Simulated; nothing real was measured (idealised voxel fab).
Process module heading - voxel tone inversion
We display cut, a cross-section 150 nm in width whose square cells are each 5 nm.
A cross-section is written here as square cells arranged in a grid, and it is given in bands from the top down, each band taking up one or more rows of cells. The entry gives the band's vertical extent as a top height and a bottom height in nm, then its horizontal make-up as materials from left to right, each with a width in nm. "blank" stands for empty space; a single material marked "edge to edge" fills the band edge to edge. It should be noted that heights are counted from 0, beneath which the wafer as supplied is of one material throughout, and that the lowest band possesses no lower boundary but continues downward, as written in "0 -> down". The notation "30->40" denotes a width that varies across the rows of cells in the band, beginning at the first number in the top row, finishing at the second number in the bottom row, and changing by an identical amount from each row to the next. Given "remained the same" for a step, no cell of the cross-section differs between before and after that step. If an empty space has no open way to the top and is at least 8 cells in size, "Catalogued sealed voids" lists it, written width x height at distance, where distance is measured from the left edge and every value is in nm. The remark found on a step's line after its settings is issued by the simulator itself and pertains to that step. overlay nm: right-of-plan distance of the mask on a masked step; negative values mean left-of-plan.

## The process steps that were planned are listed below
1,RECEIVE with material Si
2,CONFORMAL_DEP with material SiN, thk nm 5
3,DIRECTIONAL_DEP with material aC, thk nm 15
4,PATTERN with tone cover, mask id POSTS, material resist, width nm 25, pitch nm 40, thk nm 25, overlay nm 0
5,DIRECTIONAL_ETCH with etch materials aC, depth nm 15
6,STRIP with etch materials resist
7,FILL_DEP with material SiO2, thk nm 10
8,CMP with height nm 20
9,STRIP with etch materials aC

## The first of the two wafers, which ran as planned

## Cross-section of the wafer at receipt, which is the condition after step 1
0 -> down | Si edge to edge
Catalogued sealed voids: none

## Wafer after step 2 (cross-section)
5 -> 0 | SiN edge to edge
At heights below 0, the structure remains unaltered.

## Wafer after step 3 (cross-section)
20 -> 5 | aC edge to edge
At heights below 5, the structure remains unaltered.

## Wafer after step 4 (cross-section)
45 -> 20 | 40 of blank, then 25 of resist, then 15 of blank, then 25 of resist, then 45 of blank
At heights below 20, the structure remains unaltered.

## Wafer after step 5 (cross-section)
30 -> 20 | 40 of blank, then 25 of resist, then 15 of blank, then 25 of resist, then 45 of blank
20 -> 5 | 40 of blank, then 25 of aC, then 15 of blank, then 25 of aC, then 45 of blank
At heights below 5, the structure remains unaltered.

## Wafer after step 6 (cross-section)
20 -> 5 | 40 of blank, then 25 of aC, then 15 of blank, then 25 of aC, then 45 of blank
At heights below 5, the structure remains unaltered.

## Wafer after step 7 (cross-section)
30 -> 20 | SiO2 edge to edge
20 -> 5 | 40 of SiO2, then 25 of aC, then 15 of SiO2, then 25 of aC, then 45 of SiO2
At heights below 5, the structure remains unaltered.

## Wafer after step 8 (cross-section)
20 -> 5 | 40 of SiO2, then 25 of aC, then 15 of SiO2, then 25 of aC, then 45 of SiO2
At heights below 5, the structure remains unaltered.

## Wafer after step 9 (cross-section)
20 -> 5 | 40 of SiO2, then 25 of blank, then 15 of SiO2, then 25 of blank, then 45 of SiO2
At heights below 5, the structure remains unaltered.

## Second wafer: same start and same plan as the first, one execution error; identical to the first through step 3

## Second wafer shown in cross-section at the time step 4 was slated to end
45 -> 20 | 40 of resist, then 25 of blank, then 15 of resist, then 25 of blank, then 45 of resist
At heights below 20, the structure remains unaltered.

## Second wafer shown in cross-section at the time step 5 was slated to end
30 -> 20 | 40 of resist, then 25 of blank, then 15 of resist, then 25 of blank, then 45 of resist
20 -> 5 | 40 of aC, then 25 of blank, then 15 of aC, then 25 of blank, then 45 of aC
At heights below 5, the structure remains unaltered.

## Second wafer shown in cross-section at the time step 6 was slated to end
20 -> 5 | 40 of aC, then 25 of blank, then 15 of aC, then 25 of blank, then 45 of aC
At heights below 5, the structure remains unaltered.

## Second wafer shown in cross-section at the time step 7 was slated to end
30 -> 20 | SiO2 edge to edge
20 -> 5 | 40 of aC, then 25 of SiO2, then 15 of aC, then 25 of SiO2, then 45 of aC
At heights below 5, the structure remains unaltered.

## Second wafer shown in cross-section at the time step 8 was slated to end
20 -> 5 | 40 of aC, then 25 of SiO2, then 15 of aC, then 25 of SiO2, then 45 of aC
At heights below 5, the structure remains unaltered.

## Second wafer shown in cross-section at the time step 9 was slated to end
20 -> 5 | 40 of blank, then 25 of SiO2, then 15 of blank, then 25 of SiO2, then 45 of blank
At heights below 5, the structure remains unaltered.
Diagnosis: step 4 was not run as planned; what actually ran was PATTERN with tone open, mask id POSTS, material resist, width nm 25, pitch nm 40, thk nm 25, overlay nm 0
FYI, end of process, the second wafer has more or fewer cells of some materials than the first: -30 SiO2
